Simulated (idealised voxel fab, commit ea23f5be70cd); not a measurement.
process module | voxel double patterning
cross-section cut | 200 nm wide | cells 5 nm
A cross-section is a grid of square cells, given in bands from the top down. A band is one or more rows of cells.
Each band's line starts with the height of the band's top and of its bottom, in nm. Then come its materials from left to right, each with its width in nm. One material with "throughout" fills the band from edge to edge. "air" is empty space.
Height 0 is the level under which the wafer as received is all one material. The lowest band goes on downwards, as in "0 down".
A width such as "30 to 40" changes by the same amount from each row of cells to the next, from the band's top row to its bottom row.
"no change" after a step means that no cell of the cross-section changed.
closed voids: empty space of 8 cells or more with no open way to the top, each as width x height at its distance from the left edge, in nm
after a step's settings: what the simulator itself notes on the step
overlay nm, on a step with a mask: how far to the right of its planned place the mask lay; to the left if negative
plan
1 op RECEIVE | material Si
2 op CONFORMAL_DEP | material SiO2 | thk nm 10
3 op DIRECTIONAL_DEP | material TiN | thk nm 15
4 op DIRECTIONAL_DEP | material SiCN | thk nm 10
5 op DIRECTIONAL_DEP | material aC | thk nm 15
6 op PATTERN | tone open | mask id FIRST | material resist | width nm 15 | pitch nm 50 | thk nm 35 | overlay nm 0
7 op DIRECTIONAL_ETCH | etch materials aC | depth nm 15
8 op STRIP | etch materials resist
9 op DIRECTIONAL_ETCH | etch materials SiCN | depth nm 10
10 op STRIP | etch materials aC
11 op PATTERN | tone open | mask id SECOND | material resist | width nm 15 | pitch nm 50 | thk nm 20 | overlay nm 0
12 op DIRECTIONAL_ETCH | etch materials SiCN | depth nm 10
13 op STRIP | etch materials resist
14 op DIRECTIONAL_ETCH | etch materials TiN | depth nm 15
15 op STRIP | etch materials SiCN
as received, after step 1
  0 down: Si throughout
  closed voids: none
a wafer at the end: this start, this plan, one mistake
  40 to 25: TiN 40 | air 15 | TiN 10 | air 15 | TiN 10 | air 15 | TiN 10 | air 15 | TiN 10 | air 15 | TiN 45
  25 to 10: TiN throughout
  10 to 0: SiO2 throughout
  0 down: Si throughout
  closed voids: none
what went wrong: step 3 was run twice
